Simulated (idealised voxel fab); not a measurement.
This section sets out a process module, namely voxel ribs on slabs.
It is cross-section cut that appears here, measuring 275 nm in width, its square cells being 5 nm in size.
If you're reading a cross-section in this doc, picture square cells in a grid; it comes to you as bands, top ones listed first down to the bottom, and a band can be one or more rows of cells.
Band entry format. Leading values: height of top, height of bottom, nm. Remainder: materials in left-to-right order, each with its width in nm. Special words: "throughout" on a single material, which then fills the band edge to edge; "air", empty space.
Convention: height 0 is the level below which the wafer, as received, is all one material. The lowest band does not terminate at the bottom but continues downward, represented as "0 -> down".
When a width is written as two numbers, as in "30..40", the first number is the width in the top row of cells of the band and the second is the width in its bottom row, and the width changes by the same amount from each row to the next.
When a step is marked "nothing changed", none of the cells in the cross-section changed during that step.
"Sealed void inventory" contains a list of empty spaces, each no smaller than 8 cells and without an open way to the top, written in the form width x height at distance with the distance from the left edge and all three in nm.
What comes after the settings on a step's line is commentary from the simulator itself on that step.
overlay nm: for a step with a mask, the amount by which the mask lay right of where it was planned; a negative amount means left of it.
Set out below are the planned steps of the process:
step 1: RECEIVE [material Si]
step 2: DIRECTIONAL_DEP [material SiO2] [thk nm 20]
step 3: DIRECTIONAL_DEP [material polySi] [thk nm 15]
step 4: DIRECTIONAL_DEP [material aC] [thk nm 15]
step 5: PATTERN [tone cover] [mask id RIB] [material resist] [width nm 15] [thk nm 30] [overlay nm 0]
step 6: DIRECTIONAL_ETCH [etch materials aC] [depth nm 15]
step 7: STRIP [etch materials resist]
step 8: DIRECTIONAL_ETCH [etch materials polySi] [depth nm 10]
step 9: STRIP [etch materials aC]
step 10: MASKED_ETCH [tone cover] [mask id SLAB] [width nm 75] [etch materials polySi] [depth nm 5] [overlay nm 0]
step 11: FILL_DEP [material SiO2] [thk nm 15]
step 12: CMP [height nm 45]
step 13: DIRECTIONAL_DEP [material W] [thk nm 10]
step 14: MASKED_ETCH [tone cover] [mask id HEATER] [width nm 25] [etch materials W] [depth nm 10] [overlay nm 0]
step 15: CONFORMAL_DEP [material SiO2] [thk nm 5]
Of two wafers, the first: run according to plan:
Here's what the wafer looked like in cross-section when it arrived - that's after step 1:
	0 -> down = Si throughout
	Sealed void inventory: none
Cross-sectional representation of the wafer at the conclusion of step 2:
	20 -> 0 = SiO2 throughout
	Rest of section, below 0: as before.
Cross-sectional representation of the wafer at the conclusion of step 3:
	35 -> 20 = polySi throughout
	Rest of section, below 20: as before.
Cross-sectional representation of the wafer at the conclusion of step 4:
	50 -> 35 = aC throughout
	Rest of section, below 35: as before.
Cross-sectional representation of the wafer at the conclusion of step 5:
	80 -> 50 = 130 of air; 15 of resist; 130 of air
	Rest of section, below 50: as before.
Cross-sectional representation of the wafer at the conclusion of step 6:
	65 -> 50 = 130 of air; 15 of resist; 130 of air
	50 -> 35 = 130 of air; 15 of aC; 130 of air
	Rest of section, below 35: as before.
Cross-sectional representation of the wafer at the conclusion of step 7:
	50 -> 35 = 130 of air; 15 of aC; 130 of air
	Rest of section, below 35: as before.
Cross-sectional representation of the wafer at the conclusion of step 8:
	50 -> 35 = 130 of air; 15 of aC; 130 of air
	35 -> 25 = 130 of air; 15 of polySi; 130 of air
	Rest of section, below 25: as before.
Cross-sectional representation of the wafer at the conclusion of step 9:
	35 -> 25 = 130 of air; 15 of polySi; 130 of air
	Rest of section, below 25: as before.
Cross-sectional representation of the wafer at the conclusion of step 10:
	35 -> 25 = 130 of air; 15 of polySi; 130 of air
	25 -> 20 = 100 of air; 75 of polySi; 100 of air
	Rest of section, below 20: as before.
Cross-sectional representation of the wafer at the conclusion of step 11:
	50 -> 35 = SiO2 throughout
	35 -> 25 = 130 of SiO2; 15 of polySi; 130 of SiO2
	25 -> 20 = 100 of SiO2; 75 of polySi; 100 of SiO2
	Rest of section, below 20: as before.
Cross-sectional representation of the wafer at the conclusion of step 12:
	45 -> 35 = SiO2 throughout
	Rest of section, below 35: as before.
Cross-sectional representation of the wafer at the conclusion of step 13:
	55 -> 45 = W throughout
	Rest of section, below 45: as before.
Cross-sectional representation of the wafer at the conclusion of step 14:
	55 -> 45 = 125 of air; 25 of W; 125 of air
	Rest of section, below 45: as before.
Cross-sectional representation of the wafer at the conclusion of step 15:
	60 -> 55 = 120 of air; 35 of SiO2; 120 of air
	55 -> 50 = 120 of air; 5 of SiO2; 25 of W; 5 of SiO2; 120 of air
	50 -> 45 = 125 of SiO2; 25 of W; 125 of SiO2
	Rest of section, below 45: as before.
Second of two: same start, same plan, one run error; steps up to and including 2 match the first:
The second wafer cut through, at the time step 3 was supposed to be finished:
	50 -> 20 = polySi throughout
	Rest of section, below 20: as before.
The second wafer cut through, at the time step 4 was supposed to be finished:
	65 -> 50 = aC throughout
	Rest of section, below 50: as before.
The second wafer cut through, at the time step 5 was supposed to be finished:
	95 -> 65 = 130 of air; 15 of resist; 130 of air
	Rest of section, below 65: as before.
The second wafer cut through, at the time step 6 was supposed to be finished:
	80 -> 65 = 130 of air; 15 of resist; 130 of air
	65 -> 50 = 130 of air; 15 of aC; 130 of air
	Rest of section, below 50: as before.
The second wafer cut through, at the time step 7 was supposed to be finished:
	65 -> 50 = 130 of air; 15 of aC; 130 of air
	Rest of section, below 50: as before.
The second wafer cut through, at the time step 8 was supposed to be finished:
	65 -> 50 = 130 of air; 15 of aC; 130 of air
	50 -> 40 = 130 of air; 15 of polySi; 130 of air
	Rest of section, below 40: as before.
The second wafer cut through, at the time step 9 was supposed to be finished:
	50 -> 40 = 130 of air; 15 of polySi; 130 of air
	Rest of section, below 40: as before.
The second wafer cut through, at the time step 10 was supposed to be finished:
	50 -> 40 = 130 of air; 15 of polySi; 130 of air
	40 -> 35 = 100 of air; 75 of polySi; 100 of air
	Rest of section, below 35: as before.
The second wafer cut through, at the time step 11 was supposed to be finished:
	65 -> 50 = SiO2 throughout
	50 -> 40 = 130 of SiO2; 15 of polySi; 130 of SiO2
	40 -> 35 = 100 of SiO2; 75 of polySi; 100 of SiO2
	Rest of section, below 35: as before.
The second wafer cut through, at the time step 12 was supposed to be finished:
	45 -> 35 = 130..100 of SiO2; 15..75 of polySi; 130..100 of SiO2
	Rest of section, below 35: as before.
The second wafer cut through, at the time step 13 was supposed to be finished:
	55 -> 45 = W throughout
	Rest of section, below 45: as before.
The second wafer cut through, at the time step 14 was supposed to be finished:
	55 -> 45 = 125 of air; 25 of W; 125 of air
	Rest of section, below 45: as before.
The second wafer cut through, at the time step 15 was supposed to be finished:
	60 -> 55 = 120 of air; 35 of SiO2; 120 of air
	55 -> 50 = 120 of air; 5 of SiO2; 25 of W; 5 of SiO2; 120 of air
	50 -> 45 = 125 of SiO2; 25 of W; 125 of SiO2
	Rest of section, below 45: as before.
Nonconformance to the process plan: step 3, plan: ran twice
In the final state, the cell counts of the second wafer exceed or fall short of those of the first for the following materials: SiO2: 162 fewer | polySi: 162 more
